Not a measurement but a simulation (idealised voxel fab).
process module | voxel transistor to metal
cross-section cut | 185 nm wide | cells 5 nm
A cross-section is a grid of square cells, given in bands from the top down. A band is one or more rows of cells.
Each band's line starts with the height of the band's top and of its bottom, in nm. Then come its materials from left to right, each with its width in nm. One material with "throughout" fills the band from edge to edge. "air" is empty space.
Height 0 is the level under which the wafer as received is all one material. The lowest band goes on downwards, as in "0 down".
A width such as "30 to 40" changes by the same amount from each row of cells to the next, from the band's top row to its bottom row.
"no change" after a step means that no cell of the cross-section changed.
closed voids: empty space of 8 cells or more with no open way to the top, each as width x height at its distance from the left edge, in nm
after a step's settings: what the simulator itself notes on the step
overlay nm, on a step with a mask: how far to the right of its planned place the mask lay; to the left if negative
plan
1 op RECEIVE | material Si
2 op OXIDIZE | depth nm 5
3 op CONFORMAL_DEP | material SiN | thk nm 10
4 op MASKED_ETCH | tone cover | mask id ACTIVE | width nm 115 | etch materials SiN | depth nm 10 | overlay nm 0
5 op MASKED_ETCH | tone cover | mask id ACTIVE | width nm 115 | etch materials SiO2 | depth nm 5 | overlay nm 0
6 op MASKED_ETCH | tone cover | mask id ACTIVE | width nm 115 | etch materials Si | depth nm 20 | overlay nm 0
7 op OXIDIZE | depth nm 5
8 op FILL_DEP | material SiO2 | thk nm 10
9 op CMP | height nm 10
10 op SELECTIVE_ETCH | etch materials SiO2 | depth nm 10
11 op STRIP | etch materials SiN
12 op SELECTIVE_ETCH | etch materials SiO2 | depth nm 5
13 op OXIDIZE | depth nm 5
14 op DIRECTIONAL_DEP | material polySi | thk nm 25
15 op DIRECTIONAL_DEP | material SiCN | thk nm 15
16 op PATTERN | tone cover | mask id GATE | material resist | width nm 35 | thk nm 20 | overlay nm 0
17 op DIRECTIONAL_ETCH | etch materials SiCN | depth nm 25
18 op DIRECTIONAL_ETCH | etch materials polySi | depth nm 35
19 op STRIP | etch materials resist
20 op CONFORMAL_DEP | material SiN | thk nm 10
21 op DIRECTIONAL_ETCH | etch materials SiN | depth nm 10
22 op DIRECTIONAL_ETCH | etch materials SiO2 | depth nm 5
23 op DIRECTIONAL_ETCH | etch materials Si | depth nm 15
24 op EPI | material SiGe | thk nm 20
25 op FILL_DEP | material SiO2 | thk nm 5
26 op CMP | height nm 20
27 op STRIP | etch materials polySi
28 op SELECTIVE_ETCH | etch materials SiO2 | depth nm 5
29 op CONFORMAL_DEP | material HfO2 | thk nm 5
30 op CONFORMAL_DEP | material TiN | thk nm 5
31 op FILL_DEP | material W | thk nm 10
32 op CMP | height nm 15
33 op DIRECTIONAL_DEP | material SiO2 | thk nm 10
34 op PATTERN | tone open | mask id CONTACT | material resist | width nm 20 | pitch nm 85 | thk nm 20 | overlay nm 0
35 op DIRECTIONAL_ETCH | etch materials SiO2 | depth nm 30
36 op STRIP | etch materials resist
37 op CONFORMAL_DEP | material TiN | thk nm 5
38 op FILL_DEP | material W | thk nm 10
39 op CMP | height nm 25
40 op DIRECTIONAL_DEP | material TiN | thk nm 5
41 op DIRECTIONAL_DEP | material Ru | thk nm 15
42 op PATTERN | tone cover | mask id METAL_1 | material resist | width nm 20 | pitch nm 85 | thk nm 15 | overlay nm 0
43 op DIRECTIONAL_ETCH | etch materials Ru | depth nm 15
44 op DIRECTIONAL_ETCH | etch materials TiN | depth nm 5
45 op STRIP | etch materials resist
46 op CONFORMAL_DEP | material SiCN | thk nm 5
47 op FILL_DEP | material lowk | thk nm 5
48 op CMP | height nm 45
49 op CONFORMAL_DEP | material SiCN | thk nm 5
50 op DIRECTIONAL_DEP | material lowk | thk nm 35
51 op MASKED_ETCH | tone open | mask id METAL_2_HOLES | width nm 15 | pitch nm 85 | etch materials lowk | depth nm 35 | overlay nm 0
52 op PATTERN | tone open | mask id METAL_2 | material resist | width nm 20 | pitch nm 85 | thk nm 15 | overlay nm 0
53 op DIRECTIONAL_ETCH | etch materials lowk | depth nm 20
54 op DIRECTIONAL_ETCH | etch materials SiCN | depth nm 5
55 op STRIP | etch materials resist
56 op CONFORMAL_DEP | material TiN | thk nm 5
57 op FILL_DEP | material Cu | thk nm 5
58 op CMP | height nm 85
59 op CONFORMAL_DEP | material SiCN | thk nm 5
first wafer, as planned
as received, after step 1
  0 down: Si throughout
  closed voids: none
after step 2
  0 to -5: SiO2 throughout
  below -5: unchanged
after step 3
  10 to 0: SiN throughout
  below 0: unchanged
after step 4
  10 to 0: air 35 | SiN 115 | air 35
  below 0: unchanged
after step 5
  10 to 0: air 35 | SiN 115 | air 35
  0 to -5: air 35 | SiO2 115 | air 35
  below -5: unchanged
after step 6
  10 to 0: air 35 | SiN 115 | air 35
  0 to -5: air 35 | SiO2 115 | air 35
  -5 to -25: air 35 | Si 115 | air 35
  below -25: unchanged
after step 7
  10 to 0: air 35 | SiN 115 | air 35
  0 to -5: air 35 | SiO2 115 | air 35
  -5 to -25: air 35 | SiO2 5 | Si 105 | SiO2 5 | air 35
  -25 to -30: SiO2 40 | Si 105 | SiO2 40
  below -30: unchanged
after step 8
  20 to 10: SiO2 throughout
  10 to 0: SiO2 35 | SiN 115 | SiO2 35
  0 to -5: SiO2 throughout
  -5 to -30: SiO2 40 | Si 105 | SiO2 40
  below -30: unchanged
after step 9
  10 to 0: SiO2 35 | SiN 115 | SiO2 35
  below 0: unchanged
after step 10
  10 to 0: air 35 | SiN 115 | air 35
  below 0: unchanged
after step 11
  0 to -5: SiO2 throughout
  below -5: unchanged
after step 12
  -5 to -30: SiO2 40 | Si 105 | SiO2 40
  below -30: unchanged
after step 13
  -5 to -10: SiO2 throughout
  below -10: unchanged
after step 14
  20 to -5: polySi throughout
  below -5: unchanged
after step 15
  35 to 20: SiCN throughout
  below 20: unchanged
after step 16
  55 to 35: air 75 | resist 35 | air 75
  below 35: unchanged
after step 17
  55 to 35: air 75 | resist 35 | air 75
  35 to 20: air 75 | SiCN 35 | air 75
  below 20: unchanged
after step 18
  55 to 35: air 75 | resist 35 | air 75
  35 to 20: air 75 | SiCN 35 | air 75
  20 to -5: air 75 | polySi 35 | air 75
  below -5: unchanged
after step 19
  35 to 20: air 75 | SiCN 35 | air 75
  below 20: unchanged
after step 20
  45 to 35: air 65 | SiN 55 | air 65
  35 to 20: air 65 | SiN 10 | SiCN 35 | SiN 10 | air 65
  20 to 5: air 65 | SiN 10 | polySi 35 | SiN 10 | air 65
  5 to -5: SiN 75 | polySi 35 | SiN 75
  below -5: unchanged
after step 21
  35 to 20: air 65 | SiN 10 | SiCN 35 | SiN 10 | air 65
  20 to -5: air 65 | SiN 10 | polySi 35 | SiN 10 | air 65
  below -5: unchanged
after step 22
  35 to 20: air 65 | SiN 10 | SiCN 35 | SiN 10 | air 65
  20 to -5: air 65 | SiN 10 | polySi 35 | SiN 10 | air 65
  -5 to -10: air 65 | SiO2 55 | air 65
  below -10: unchanged
after step 23
  35 to 20: air 65 | SiN 10 | SiCN 35 | SiN 10 | air 65
  20 to -5: air 65 | SiN 10 | polySi 35 | SiN 10 | air 65
  -5 to -10: air 65 | SiO2 55 | air 65
  -10 to -25: SiO2 40 | air 25 | Si 55 | air 25 | SiO2 40
  below -25: unchanged
after step 24
  35 to 20: air 65 | SiN 10 | SiCN 35 | SiN 10 | air 65
  20 to 10: air 65 | SiN 10 | polySi 35 | SiN 10 | air 65
  10 to -5: air 45 | SiGe 20 | SiN 10 | polySi 35 | SiN 10 | SiGe 20 | air 45
  -5 to -10: air 35 | SiGe 30 | SiO2 55 | SiGe 30 | air 35
  -10 to -25: SiO2 40 | SiGe 25 | Si 55 | SiGe 25 | SiO2 40
  below -25: unchanged
after step 25
  40 to 35: SiO2 throughout
  35 to 20: SiO2 65 | SiN 10 | SiCN 35 | SiN 10 | SiO2 65
  20 to 10: SiO2 65 | SiN 10 | polySi 35 | SiN 10 | SiO2 65
  10 to -5: SiO2 45 | SiGe 20 | SiN 10 | polySi 35 | SiN 10 | SiGe 20 | SiO2 45
  -5 to -10: SiO2 35 | SiGe 30 | SiO2 55 | SiGe 30 | SiO2 35
  below -10: unchanged
after step 26
  20 to 10: SiO2 65 | SiN 10 | polySi 35 | SiN 10 | SiO2 65
  below 10: unchanged
after step 27
  20 to 10: SiO2 65 | SiN 10 | air 35 | SiN 10 | SiO2 65
  10 to -5: SiO2 45 | SiGe 20 | SiN 10 | air 35 | SiN 10 | SiGe 20 | SiO2 45
  below -5: unchanged
after step 28
  20 to 15: air 65 | SiN 10 | air 35 | SiN 10 | air 65
  15 to 10: SiO2 65 | SiN 10 | air 35 | SiN 10 | SiO2 65
  10 to -5: SiO2 45 | SiGe 20 | SiN 10 | air 35 | SiN 10 | SiGe 20 | SiO2 45
  -5 to -10: SiO2 35 | SiGe 30 | SiO2 5 | air 45 | SiO2 5 | SiGe 30 | SiO2 35
  below -10: unchanged
after step 29
  25 to 20: air 60 | HfO2 20 | air 25 | HfO2 20 | air 60
  20 to 15: HfO2 65 | SiN 10 | HfO2 5 | air 25 | HfO2 5 | SiN 10 | HfO2 65
  15 to 10: SiO2 65 | SiN 10 | HfO2 5 | air 25 | HfO2 5 | SiN 10 | SiO2 65
  10 to -5: SiO2 45 | SiGe 20 | SiN 10 | HfO2 5 | air 25 | HfO2 5 | SiN 10 | SiGe 20 | SiO2 45
  -5 to -10: SiO2 35 | SiGe 30 | SiO2 5 | HfO2 45 | SiO2 5 | SiGe 30 | SiO2 35
  below -10: unchanged
after step 30
  30 to 25: air 55 | TiN 30 | air 15 | TiN 30 | air 55
  25 to 20: TiN 60 | HfO2 20 | TiN 5 | air 15 | TiN 5 | HfO2 20 | TiN 60
  20 to 15: HfO2 65 | SiN 10 | HfO2 5 | TiN 5 | air 15 | TiN 5 | HfO2 5 | SiN 10 | HfO2 65
  15 to 10: SiO2 65 | SiN 10 | HfO2 5 | TiN 5 | air 15 | TiN 5 | HfO2 5 | SiN 10 | SiO2 65
  10 to 0: SiO2 45 | SiGe 20 | SiN 10 | HfO2 5 | TiN 5 | air 15 | TiN 5 | HfO2 5 | SiN 10 | SiGe 20 | SiO2 45
  0 to -5: SiO2 45 | SiGe 20 | SiN 10 | HfO2 5 | TiN 25 | HfO2 5 | SiN 10 | SiGe 20 | SiO2 45
  below -5: unchanged
after step 31
  40 to 30: W throughout
  30 to 25: W 55 | TiN 30 | W 15 | TiN 30 | W 55
  25 to 20: TiN 60 | HfO2 20 | TiN 5 | W 15 | TiN 5 | HfO2 20 | TiN 60
  20 to 15: HfO2 65 | SiN 10 | HfO2 5 | TiN 5 | W 15 | TiN 5 | HfO2 5 | SiN 10 | HfO2 65
  15 to 10: SiO2 65 | SiN 10 | HfO2 5 | TiN 5 | W 15 | TiN 5 | HfO2 5 | SiN 10 | SiO2 65
  10 to 0: SiO2 45 | SiGe 20 | SiN 10 | HfO2 5 | TiN 5 | W 15 | TiN 5 | HfO2 5 | SiN 10 | SiGe 20 | SiO2 45
  below 0: unchanged
after step 32
  15 to 10: SiO2 65 | SiN 10 | HfO2 5 | TiN 5 | W 15 | TiN 5 | HfO2 5 | SiN 10 | SiO2 65
  below 10: unchanged
after step 33
  25 to 15: SiO2 throughout
  below 15: unchanged
after step 34
  45 to 25: resist 40 | air 20 | resist 65 | air 20 | resist 40
  below 25: unchanged
after step 35
  45 to 25: resist 40 | air 20 | resist 65 | air 20 | resist 40
  25 to 15: SiO2 40 | air 20 | SiO2 65 | air 20 | SiO2 40
  15 to 10: SiO2 40 | air 20 | SiO2 5 | SiN 10 | HfO2 5 | TiN 5 | W 15 | TiN 5 | HfO2 5 | SiN 10 | SiO2 5 | air 20 | SiO2 40
  10 to 0: SiO2 40 | air 5 | SiGe 20 | SiN 10 | HfO2 5 | TiN 5 | W 15 | TiN 5 | HfO2 5 | SiN 10 | SiGe 20 | air 5 | SiO2 40
  0 to -5: SiO2 40 | air 5 | SiGe 20 | SiN 10 | HfO2 5 | TiN 25 | HfO2 5 | SiN 10 | SiGe 20 | air 5 | SiO2 40
  below -5: unchanged
after step 36
  25 to 15: SiO2 40 | air 20 | SiO2 65 | air 20 | SiO2 40
  below 15: unchanged
after step 37
  30 to 25: TiN 45 | air 10 | TiN 75 | air 10 | TiN 45
  25 to 15: SiO2 40 | TiN 5 | air 10 | TiN 5 | SiO2 65 | TiN 5 | air 10 | TiN 5 | SiO2 40
  15 to 10: SiO2 40 | TiN 20 | SiO2 5 | SiN 10 | HfO2 5 | TiN 5 | W 15 | TiN 5 | HfO2 5 | SiN 10 | SiO2 5 | TiN 20 | SiO2 40
  10 to 0: SiO2 40 | TiN 5 | SiGe 20 | SiN 10 | HfO2 5 | TiN 5 | W 15 | TiN 5 | HfO2 5 | SiN 10 | SiGe 20 | TiN 5 | SiO2 40
  0 to -5: SiO2 40 | TiN 5 | SiGe 20 | SiN 10 | HfO2 5 | TiN 25 | HfO2 5 | SiN 10 | SiGe 20 | TiN 5 | SiO2 40
  below -5: unchanged
after step 38
  40 to 30: W throughout
  30 to 25: TiN 45 | W 10 | TiN 75 | W 10 | TiN 45
  25 to 15: SiO2 40 | TiN 5 | W 10 | TiN 5 | SiO2 65 | TiN 5 | W 10 | TiN 5 | SiO2 40
  below 15: unchanged
after step 39
  25 to 15: SiO2 40 | TiN 5 | W 10 | TiN 5 | SiO2 65 | TiN 5 | W 10 | TiN 5 | SiO2 40
  below 15: unchanged
after step 40
  30 to 25: TiN throughout
  below 25: unchanged
after step 41
  45 to 30: Ru throughout
  below 30: unchanged
after step 42
  60 to 45: air 40 | resist 20 | air 65 | resist 20 | air 40
  below 45: unchanged
after step 43
  60 to 45: air 40 | resist 20 | air 65 | resist 20 | air 40
  45 to 30: air 40 | Ru 20 | air 65 | Ru 20 | air 40
  below 30: unchanged
after step 44
  60 to 45: air 40 | resist 20 | air 65 | resist 20 | air 40
  45 to 30: air 40 | Ru 20 | air 65 | Ru 20 | air 40
  30 to 25: air 40 | TiN 20 | air 65 | TiN 20 | air 40
  below 25: unchanged
after step 45
  45 to 30: air 40 | Ru 20 | air 65 | Ru 20 | air 40
  below 30: unchanged
after step 46
  50 to 45: air 35 | SiCN 30 | air 55 | SiCN 30 | air 35
  45 to 30: air 35 | SiCN 5 | Ru 20 | SiCN 5 | air 55 | SiCN 5 | Ru 20 | SiCN 5 | air 35
  30 to 25: SiCN 40 | TiN 20 | SiCN 65 | TiN 20 | SiCN 40
  below 25: unchanged
after step 47
  55 to 50: lowk throughout
  50 to 45: lowk 35 | SiCN 30 | lowk 55 | SiCN 30 | lowk 35
  45 to 30: lowk 35 | SiCN 5 | Ru 20 | SiCN 5 | lowk 55 | SiCN 5 | Ru 20 | SiCN 5 | lowk 35
  below 30: unchanged
after step 48
  45 to 30: lowk 35 | SiCN 5 | Ru 20 | SiCN 5 | lowk 55 | SiCN 5 | Ru 20 | SiCN 5 | lowk 35
  below 30: unchanged
after step 49
  50 to 45: SiCN throughout
  below 45: unchanged
after step 50
  85 to 50: lowk throughout
  below 50: unchanged
after step 51
  85 to 50: lowk 40 | air 15 | lowk 70 | air 15 | lowk 45
  below 50: unchanged
after step 52
  100 to 85: resist 40 | air 20 | resist 65 | air 20 | resist 40
  below 85: unchanged
after step 53
  100 to 85: resist 40 | air 20 | resist 65 | air 20 | resist 40
  85 to 65: lowk 40 | air 20 | lowk 65 | air 20 | lowk 40
  below 65: unchanged
after step 54
  100 to 85: resist 40 | air 20 | resist 65 | air 20 | resist 40
  85 to 65: lowk 40 | air 20 | lowk 65 | air 20 | lowk 40
  65 to 50: lowk 40 | air 15 | lowk 70 | air 15 | lowk 45
  50 to 45: SiCN 40 | air 15 | SiCN 70 | air 15 | SiCN 45
  below 45: unchanged
after step 55
  85 to 65: lowk 40 | air 20 | lowk 65 | air 20 | lowk 40
  below 65: unchanged
after step 56
  90 to 85: TiN 45 | air 10 | TiN 75 | air 10 | TiN 45
  85 to 70: lowk 40 | TiN 5 | air 10 | TiN 5 | lowk 65 | TiN 5 | air 10 | TiN 5 | lowk 40
  70 to 65: lowk 40 | TiN 5 | air 5 | TiN 10 | lowk 65 | TiN 5 | air 5 | TiN 10 | lowk 40
  65 to 50: lowk 40 | TiN 5 | air 5 | TiN 5 | lowk 70 | TiN 5 | air 5 | TiN 5 | lowk 45
  50 to 45: SiCN 40 | TiN 15 | SiCN 70 | TiN 15 | SiCN 45
  below 45: unchanged
after step 57
  95 to 90: Cu throughout
  90 to 85: TiN 45 | Cu 10 | TiN 75 | Cu 10 | TiN 45
  85 to 70: lowk 40 | TiN 5 | Cu 10 | TiN 5 | lowk 65 | TiN 5 | Cu 10 | TiN 5 | lowk 40
  70 to 65: lowk 40 | TiN 5 | Cu 5 | TiN 10 | lowk 65 | TiN 5 | Cu 5 | TiN 10 | lowk 40
  65 to 50: lowk 40 | TiN 5 | Cu 5 | TiN 5 | lowk 70 | TiN 5 | Cu 5 | TiN 5 | lowk 45
  below 50: unchanged
after step 58
  85 to 70: lowk 40 | TiN 5 | Cu 10 | TiN 5 | lowk 65 | TiN 5 | Cu 10 | TiN 5 | lowk 40
  below 70: unchanged
after step 59
  90 to 85: SiCN throughout
  below 85: unchanged
second wafer: like start, like plan, one mistake. Through step 15 it matches the first wafer
when step 16 should have ended
  55 to 35: air 80 | resist 35 | air 70
  below 35: unchanged
when step 17 should have ended
  55 to 35: air 80 | resist 35 | air 70
  35 to 20: air 80 | SiCN 35 | air 70
  below 20: unchanged
when step 18 should have ended
  55 to 35: air 80 | resist 35 | air 70
  35 to 20: air 80 | SiCN 35 | air 70
  20 to -5: air 80 | polySi 35 | air 70
  below -5: unchanged
when step 19 should have ended
  35 to 20: air 80 | SiCN 35 | air 70
  below 20: unchanged
when step 20 should have ended
  45 to 35: air 70 | SiN 55 | air 60
  35 to 20: air 70 | SiN 10 | SiCN 35 | SiN 10 | air 60
  20 to 5: air 70 | SiN 10 | polySi 35 | SiN 10 | air 60
  5 to -5: SiN 80 | polySi 35 | SiN 70
  below -5: unchanged
when step 21 should have ended
  35 to 20: air 70 | SiN 10 | SiCN 35 | SiN 10 | air 60
  20 to -5: air 70 | SiN 10 | polySi 35 | SiN 10 | air 60
  below -5: unchanged
when step 22 should have ended
  35 to 20: air 70 | SiN 10 | SiCN 35 | SiN 10 | air 60
  20 to -5: air 70 | SiN 10 | polySi 35 | SiN 10 | air 60
  -5 to -10: air 70 | SiO2 55 | air 60
  below -10: unchanged
when step 23 should have ended
  35 to 20: air 70 | SiN 10 | SiCN 35 | SiN 10 | air 60
  20 to -5: air 70 | SiN 10 | polySi 35 | SiN 10 | air 60
  -5 to -10: air 70 | SiO2 55 | air 60
  -10 to -25: SiO2 40 | air 30 | Si 55 | air 20 | SiO2 40
  below -25: unchanged
when step 24 should have ended
  35 to 20: air 70 | SiN 10 | SiCN 35 | SiN 10 | air 60
  20 to 10: air 70 | SiN 10 | polySi 35 | SiN 10 | air 60
  10 to -5: air 50 | SiGe 20 | SiN 10 | polySi 35 | SiN 10 | SiGe 20 | air 40
  -5 to -10: air 35 | SiGe 35 | SiO2 55 | SiGe 25 | air 35
  -10 to -25: SiO2 40 | SiGe 30 | Si 55 | SiGe 20 | SiO2 40
  below -25: unchanged
when step 25 should have ended
  40 to 35: SiO2 throughout
  35 to 20: SiO2 70 | SiN 10 | SiCN 35 | SiN 10 | SiO2 60
  20 to 10: SiO2 70 | SiN 10 | polySi 35 | SiN 10 | SiO2 60
  10 to -5: SiO2 50 | SiGe 20 | SiN 10 | polySi 35 | SiN 10 | SiGe 20 | SiO2 40
  -5 to -10: SiO2 35 | SiGe 35 | SiO2 55 | SiGe 25 | SiO2 35
  below -10: unchanged
when step 26 should have ended
  20 to 10: SiO2 70 | SiN 10 | polySi 35 | SiN 10 | SiO2 60
  below 10: unchanged
when step 27 should have ended
  20 to 10: SiO2 70 | SiN 10 | air 35 | SiN 10 | SiO2 60
  10 to -5: SiO2 50 | SiGe 20 | SiN 10 | air 35 | SiN 10 | SiGe 20 | SiO2 40
  below -5: unchanged
when step 28 should have ended
  20 to 15: air 70 | SiN 10 | air 35 | SiN 10 | air 60
  15 to 10: SiO2 70 | SiN 10 | air 35 | SiN 10 | SiO2 60
  10 to -5: SiO2 50 | SiGe 20 | SiN 10 | air 35 | SiN 10 | SiGe 20 | SiO2 40
  -5 to -10: SiO2 35 | SiGe 35 | SiO2 5 | air 45 | SiO2 5 | SiGe 25 | SiO2 35
  below -10: unchanged
when step 29 should have ended
  25 to 20: air 65 | HfO2 20 | air 25 | HfO2 20 | air 55
  20 to 15: HfO2 70 | SiN 10 | HfO2 5 | air 25 | HfO2 5 | SiN 10 | HfO2 60
  15 to 10: SiO2 70 | SiN 10 | HfO2 5 | air 25 | HfO2 5 | SiN 10 | SiO2 60
  10 to -5: SiO2 50 | SiGe 20 | SiN 10 | HfO2 5 | air 25 | HfO2 5 | SiN 10 | SiGe 20 | SiO2 40
  -5 to -10: SiO2 35 | SiGe 35 | SiO2 5 | HfO2 45 | SiO2 5 | SiGe 25 | SiO2 35
  below -10: unchanged
when step 30 should have ended
  30 to 25: air 60 | TiN 30 | air 15 | TiN 30 | air 50
  25 to 20: TiN 65 | HfO2 20 | TiN 5 | air 15 | TiN 5 | HfO2 20 | TiN 55
  20 to 15: HfO2 70 | SiN 10 | HfO2 5 | TiN 5 | air 15 | TiN 5 | HfO2 5 | SiN 10 | HfO2 60
  15 to 10: SiO2 70 | SiN 10 | HfO2 5 | TiN 5 | air 15 | TiN 5 | HfO2 5 | SiN 10 | SiO2 60
  10 to 0: SiO2 50 | SiGe 20 | SiN 10 | HfO2 5 | TiN 5 | air 15 | TiN 5 | HfO2 5 | SiN 10 | SiGe 20 | SiO2 40
  0 to -5: SiO2 50 | SiGe 20 | SiN 10 | HfO2 5 | TiN 25 | HfO2 5 | SiN 10 | SiGe 20 | SiO2 40
  below -5: unchanged
when step 31 should have ended
  40 to 30: W throughout
  30 to 25: W 60 | TiN 30 | W 15 | TiN 30 | W 50
  25 to 20: TiN 65 | HfO2 20 | TiN 5 | W 15 | TiN 5 | HfO2 20 | TiN 55
  20 to 15: HfO2 70 | SiN 10 | HfO2 5 | TiN 5 | W 15 | TiN 5 | HfO2 5 | SiN 10 | HfO2 60
  15 to 10: SiO2 70 | SiN 10 | HfO2 5 | TiN 5 | W 15 | TiN 5 | HfO2 5 | SiN 10 | SiO2 60
  10 to 0: SiO2 50 | SiGe 20 | SiN 10 | HfO2 5 | TiN 5 | W 15 | TiN 5 | HfO2 5 | SiN 10 | SiGe 20 | SiO2 40
  below 0: unchanged
when step 32 should have ended
  15 to 10: SiO2 70 | SiN 10 | HfO2 5 | TiN 5 | W 15 | TiN 5 | HfO2 5 | SiN 10 | SiO2 60
  below 10: unchanged
when step 33 should have ended
  25 to 15: SiO2 throughout
  below 15: unchanged
when step 34 should have ended
  45 to 25: resist 40 | air 20 | resist 65 | air 20 | resist 40
  below 25: unchanged
when step 35 should have ended
  45 to 25: resist 40 | air 20 | resist 65 | air 20 | resist 40
  25 to 15: SiO2 40 | air 20 | SiO2 65 | air 20 | SiO2 40
  15 to 10: SiO2 40 | air 20 | SiO2 10 | SiN 10 | HfO2 5 | TiN 5 | W 15 | TiN 5 | HfO2 5 | SiN 10 | air 20 | SiO2 40
  10 to 0: SiO2 40 | air 10 | SiGe 20 | SiN 10 | HfO2 5 | TiN 5 | W 15 | TiN 5 | HfO2 5 | SiN 10 | SiGe 20 | SiO2 40
  0 to -5: SiO2 40 | air 10 | SiGe 20 | SiN 10 | HfO2 5 | TiN 25 | HfO2 5 | SiN 10 | SiGe 20 | SiO2 40
  below -5: unchanged
when step 36 should have ended
  25 to 15: SiO2 40 | air 20 | SiO2 65 | air 20 | SiO2 40
  below 15: unchanged
when step 37 should have ended
  30 to 25: TiN 45 | air 10 | TiN 75 | air 10 | TiN 45
  25 to 15: SiO2 40 | TiN 5 | air 10 | TiN 5 | SiO2 65 | TiN 5 | air 10 | TiN 5 | SiO2 40
  15 to 10: SiO2 40 | TiN 20 | SiO2 10 | SiN 10 | HfO2 5 | TiN 5 | W 15 | TiN 5 | HfO2 5 | SiN 10 | TiN 20 | SiO2 40
  10 to 0: SiO2 40 | TiN 10 | SiGe 20 | SiN 10 | HfO2 5 | TiN 5 | W 15 | TiN 5 | HfO2 5 | SiN 10 | SiGe 20 | SiO2 40
  0 to -5: SiO2 40 | TiN 10 | SiGe 20 | SiN 10 | HfO2 5 | TiN 25 | HfO2 5 | SiN 10 | SiGe 20 | SiO2 40
  below -5: unchanged
when step 38 should have ended
  40 to 30: W throughout
  30 to 25: TiN 45 | W 10 | TiN 75 | W 10 | TiN 45
  25 to 15: SiO2 40 | TiN 5 | W 10 | TiN 5 | SiO2 65 | TiN 5 | W 10 | TiN 5 | SiO2 40
  below 15: unchanged
when step 39 should have ended
  25 to 15: SiO2 40 | TiN 5 | W 10 | TiN 5 | SiO2 65 | TiN 5 | W 10 | TiN 5 | SiO2 40
  below 15: unchanged
when step 40 should have ended
  30 to 25: TiN throughout
  below 25: unchanged
when step 41 should have ended
  45 to 30: Ru throughout
  below 30: unchanged
when step 42 should have ended
  60 to 45: air 40 | resist 20 | air 65 | resist 20 | air 40
  below 45: unchanged
when step 43 should have ended
  60 to 45: air 40 | resist 20 | air 65 | resist 20 | air 40
  45 to 30: air 40 | Ru 20 | air 65 | Ru 20 | air 40
  below 30: unchanged
when step 44 should have ended
  60 to 45: air 40 | resist 20 | air 65 | resist 20 | air 40
  45 to 30: air 40 | Ru 20 | air 65 | Ru 20 | air 40
  30 to 25: air 40 | TiN 20 | air 65 | TiN 20 | air 40
  below 25: unchanged
when step 45 should have ended
  45 to 30: air 40 | Ru 20 | air 65 | Ru 20 | air 40
  below 30: unchanged
when step 46 should have ended
  50 to 45: air 35 | SiCN 30 | air 55 | SiCN 30 | air 35
  45 to 30: air 35 | SiCN 5 | Ru 20 | SiCN 5 | air 55 | SiCN 5 | Ru 20 | SiCN 5 | air 35
  30 to 25: SiCN 40 | TiN 20 | SiCN 65 | TiN 20 | SiCN 40
  below 25: unchanged
when step 47 should have ended
  55 to 50: lowk throughout
  50 to 45: lowk 35 | SiCN 30 | lowk 55 | SiCN 30 | lowk 35
  45 to 30: lowk 35 | SiCN 5 | Ru 20 | SiCN 5 | lowk 55 | SiCN 5 | Ru 20 | SiCN 5 | lowk 35
  below 30: unchanged
when step 48 should have ended
  45 to 30: lowk 35 | SiCN 5 | Ru 20 | SiCN 5 | lowk 55 | SiCN 5 | Ru 20 | SiCN 5 | lowk 35
  below 30: unchanged
when step 49 should have ended
  50 to 45: SiCN throughout
  below 45: unchanged
when step 50 should have ended
  85 to 50: lowk throughout
  below 50: unchanged
when step 51 should have ended
  85 to 50: lowk 40 | air 15 | lowk 70 | air 15 | lowk 45
  below 50: unchanged
when step 52 should have ended
  100 to 85: resist 40 | air 20 | resist 65 | air 20 | resist 40
  below 85: unchanged
when step 53 should have ended
  100 to 85: resist 40 | air 20 | resist 65 | air 20 | resist 40
  85 to 65: lowk 40 | air 20 | lowk 65 | air 20 | lowk 40
  below 65: unchanged
when step 54 should have ended
  100 to 85: resist 40 | air 20 | resist 65 | air 20 | resist 40
  85 to 65: lowk 40 | air 20 | lowk 65 | air 20 | lowk 40
  65 to 50: lowk 40 | air 15 | lowk 70 | air 15 | lowk 45
  50 to 45: SiCN 40 | air 15 | SiCN 70 | air 15 | SiCN 45
  below 45: unchanged
when step 55 should have ended
  85 to 65: lowk 40 | air 20 | lowk 65 | air 20 | lowk 40
  below 65: unchanged
when step 56 should have ended
  90 to 85: TiN 45 | air 10 | TiN 75 | air 10 | TiN 45
  85 to 70: lowk 40 | TiN 5 | air 10 | TiN 5 | lowk 65 | TiN 5 | air 10 | TiN 5 | lowk 40
  70 to 65: lowk 40 | TiN 5 | air 5 | TiN 10 | lowk 65 | TiN 5 | air 5 | TiN 10 | lowk 40
  65 to 50: lowk 40 | TiN 5 | air 5 | TiN 5 | lowk 70 | TiN 5 | air 5 | TiN 5 | lowk 45
  50 to 45: SiCN 40 | TiN 15 | SiCN 70 | TiN 15 | SiCN 45
  below 45: unchanged
when step 57 should have ended
  95 to 90: Cu throughout
  90 to 85: TiN 45 | Cu 10 | TiN 75 | Cu 10 | TiN 45
  85 to 70: lowk 40 | TiN 5 | Cu 10 | TiN 5 | lowk 65 | TiN 5 | Cu 10 | TiN 5 | lowk 40
  70 to 65: lowk 40 | TiN 5 | Cu 5 | TiN 10 | lowk 65 | TiN 5 | Cu 5 | TiN 10 | lowk 40
  65 to 50: lowk 40 | TiN 5 | Cu 5 | TiN 5 | lowk 70 | TiN 5 | Cu 5 | TiN 5 | lowk 45
  below 50: unchanged
when step 58 should have ended
  85 to 70: lowk 40 | TiN 5 | Cu 10 | TiN 5 | lowk 65 | TiN 5 | Cu 10 | TiN 5 | lowk 40
  below 70: unchanged
when step 59 should have ended
  90 to 85: SiCN throughout
  below 85: unchanged
what went wrong: step 16 ran as: op PATTERN | tone cover | mask id GATE | material resist | width nm 35 | thk nm 20 | overlay nm 5
at the end the second wafer has, in cells: as many of each material as the first, in other places
